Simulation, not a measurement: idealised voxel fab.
Title: Process Module voxel self aligned vias
The cross-section shown here is cut; it is 175 nm wide and divided into square cells measuring 5 nm on a side.
This document writes a cross-section as a grid whose cells are square, and gives it as bands, listed from the top down; one or more rows of cells form a band.
Heights first: top, then bottom, in nm. Then materials, left to right, each with a width in nm. "all across" on a single material: fills the band edge to edge. "blank": empty space.
Ref level 0: as-received wafer is one material below here. Bottom band extends down with no lower bound ("0 down").
A width given as "30..40" starts at the first number in the band's top row and ends at the second number in its bottom row, shifting by an equal amount at every step from row to row.
Where the words "identical to before" appear for a step, the cross-section shows no cell changed by that step; every cell remained as before.
Empty spaces counting at least 8 cells and having no open way to the top are listed in "Closed void listing". The notation width x height at distance is used for each, the distance being from the left edge and all three values in nm.
That trailing text on a step's line, after the settings, is the simulator's own remark on the step.
The setting "overlay nm" may be written on the line of a step. When the step uses a mask, the value reports how far to the right of the planned place the mask lay, and a negative value reports that it lay to the left.

PLANNED STEP LIST FOR THE PROCESS
1,RECEIVE,material Si
2,CONFORMAL_DEP,material SiO2,thk nm 10
3,CONFORMAL_DEP,material SiCN,thk nm 5
4,DIRECTIONAL_DEP,material lowk,thk nm 30
5,PATTERN,tone open,mask id LINES,material resist,width nm 30,pitch nm 65,thk nm 15,overlay nm 0
6,DIRECTIONAL_ETCH,etch materials lowk,depth nm 30
7,STRIP,etch materials resist
8,CONFORMAL_DEP,material TiN,thk nm 5
9,FILL_DEP,material W,thk nm 10
10,CMP,height nm 45
11,SELECTIVE_ETCH,etch materials W Ru TiN,depth nm 10
12,FILL_DEP,material SiN,thk nm 5
13,CMP,height nm 45
14,DIRECTIONAL_DEP,material lowk,thk nm 20
15,PATTERN,tone open,mask id VIAS,material resist,width nm 40,thk nm 20,overlay nm 0
16,DIRECTIONAL_ETCH,etch materials lowk,depth nm 20
17,DIRECTIONAL_ETCH,etch materials SiN,depth nm 10
18,STRIP,etch materials resist
19,CONFORMAL_DEP,material TiN,thk nm 5
20,FILL_DEP,material Cu,thk nm 10
21,CMP,height nm 65
22,CONFORMAL_DEP,material SiN,thk nm 5

AS-RECEIVED STATE OF THE WAFER IN CROSS-SECTION, EQUIVALENT TO POST-STEP 1
0 down = Si all across
Closed void listing: none

CROSS-SECTION: FIRST OF TWO WAFERS, MODULE FINISHED, RUN ACCORDING TO PLAN
70 to 65 = SiN all across
65 to 50 = 35 lowk / 5 TiN / 30 Cu / 5 TiN / 100 lowk
50 to 45 = 35 lowk / 10 TiN / 20 Cu / 10 TiN / 100 lowk
45 to 40 = 40 lowk / 5 TiN / 20 Cu / 5 TiN / 35 lowk / 30 SiN / 40 lowk
40 to 35 = 40 lowk / 30 TiN / 35 lowk / 30 SiN / 40 lowk
35 to 20 = 40 lowk / 5 TiN / 20 W / 5 TiN / 35 lowk / 5 TiN / 20 W / 5 TiN / 40 lowk
20 to 15 = 40 lowk / 30 TiN / 35 lowk / 30 TiN / 40 lowk
15 to 10 = SiCN all across
10 to 0 = SiO2 all across
0 down = Si all across
Closed void listing: none

END OF MODULE, SECOND WAFER, CROSS-SECTION. STARTED LIKE THE FIRST, PLANNED LIKE THE FIRST, RUN WITH ONE MISTAKE
70 to 65 = SiN all across
65 to 50 = 35 lowk / 5 TiN / 30 Cu / 5 TiN / 100 lowk
50 to 45 = 35 lowk / 10 TiN / 20 Cu / 10 TiN / 100 lowk
45 to 40 = 40 lowk / 5 TiN / 20 Cu / 5 TiN / 35 lowk / 30 SiN / 40 lowk
40 to 35 = 40 lowk / 30 TiN / 35 lowk / 30 SiN / 40 lowk
35 to 30 = 40 lowk / 30 SiN / 35 lowk / 30 SiN / 40 lowk
30 to 20 = 40 lowk / 5 TiN / 20 W / 5 TiN / 35 lowk / 5 TiN / 20 W / 5 TiN / 40 lowk
20 to 15 = 40 lowk / 30 TiN / 35 lowk / 30 TiN / 40 lowk
15 to 10 = SiCN all across
10 to 0 = SiO2 all across
0 down = Si all across
Closed void listing: none
What went wrong in running the wafer? the process deviated at step 11: the operation and settings actually run there were SELECTIVE_ETCH,etch materials W Ru TiN,depth nm 15
FYI, end of process, the second wafer has more or fewer cells of some materials than the first: SiN +12, TiN -4, W -8
